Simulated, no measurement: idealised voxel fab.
process module | voxel self aligned contacts
cross-section cut | 220 nm wide | cells 5 nm
A cross-section is a grid of square cells, given in bands from the top down. A band is one or more rows of cells.
Each band's line starts with the height of the band's top and of its bottom, in nm. Then come its materials from left to right, each with its width in nm. One material with "throughout" fills the band from edge to edge. "air" is empty space.
Height 0 is the level under which the wafer as received is all one material. The lowest band goes on downwards, as in "0 down".
A width such as "30 to 40" changes by the same amount from each row of cells to the next, from the band's top row to its bottom row.
"no change" after a step means that no cell of the cross-section changed.
closed voids: empty space of 8 cells or more with no open way to the top, each as width x height at its distance from the left edge, in nm
after a step's settings: what the simulator itself notes on the step
overlay nm, on a step with a mask: how far to the right of its planned place the mask lay; to the left if negative
plan
1 op RECEIVE | material Si
2 op CONFORMAL_DEP | material SiO2 | thk nm 5
3 op DIRECTIONAL_DEP | material polySi | thk nm 20
4 op DIRECTIONAL_DEP | material SiN | thk nm 15
5 op DIRECTIONAL_DEP | material aC | thk nm 15
6 op PATTERN | tone cover | mask id GATE | material resist | width nm 30 | pitch nm 65 | thk nm 35 | overlay nm 0
7 op DIRECTIONAL_ETCH | etch materials aC | depth nm 15
8 op STRIP | etch materials resist
9 op DIRECTIONAL_ETCH | etch materials SiN | depth nm 15
10 op DIRECTIONAL_ETCH | etch materials polySi | depth nm 20
11 op STRIP | etch materials aC
12 op CONFORMAL_DEP | material SiN | thk nm 5
13 op DIRECTIONAL_ETCH | etch materials SiN | depth nm 5
14 op FILL_DEP | material SiO2 | thk nm 15
15 op CMP | height nm 45
16 op MASKED_ETCH | tone open | mask id CONTACT | width nm 45 | etch materials SiO2 | depth nm 45 | overlay nm 0
17 op CONFORMAL_DEP | material TiN | thk nm 5
18 op FILL_DEP | material Ru | thk nm 10
19 op CMP | height nm 45
20 op CONFORMAL_DEP | material SiCN | thk nm 5
as received, after step 1
  0 down: Si throughout
  closed voids: none
first wafer at the end, as planned
  50 to 45: SiCN throughout
  45 to 40: SiO2 85 | TiN 15 | Ru 15 | TiN 15 | SiO2 90
  40 to 25: SiO2 55 | SiN 40 | TiN 5 | Ru 15 | TiN 5 | SiN 40 | SiO2 60
  25 to 5: SiO2 55 | SiN 5 | polySi 30 | SiN 5 | TiN 5 | Ru 15 | TiN 5 | SiN 5 | polySi 30 | SiN 5 | SiO2 60
  5 to 0: SiO2 95 | TiN 25 | SiO2 100
  0 down: Si throughout
  closed voids: none
second wafer at the end: like start, like plan, one mistake
  50 to 45: SiCN throughout
  45 to 35: SiO2 85 | TiN 5 to 10 | Ru 35 to 25 | TiN 5 to 10 | SiO2 90
  35 to 25: SiO2 60 | SiN 30 | TiN 5 | Ru 25 | TiN 5 | SiN 30 | SiO2 65
  25 to 5: SiO2 60 | polySi 30 | TiN 5 | Ru 25 | TiN 5 | polySi 30 | SiO2 65
  5 to 0: SiO2 90 | TiN 35 | SiO2 95
  0 down: Si throughout
  closed voids: none
what went wrong: step 12 was left out
at the end the second wafer has, in cells: 18 more of Ru | 40 fewer of SiN | 22 more of SiO2
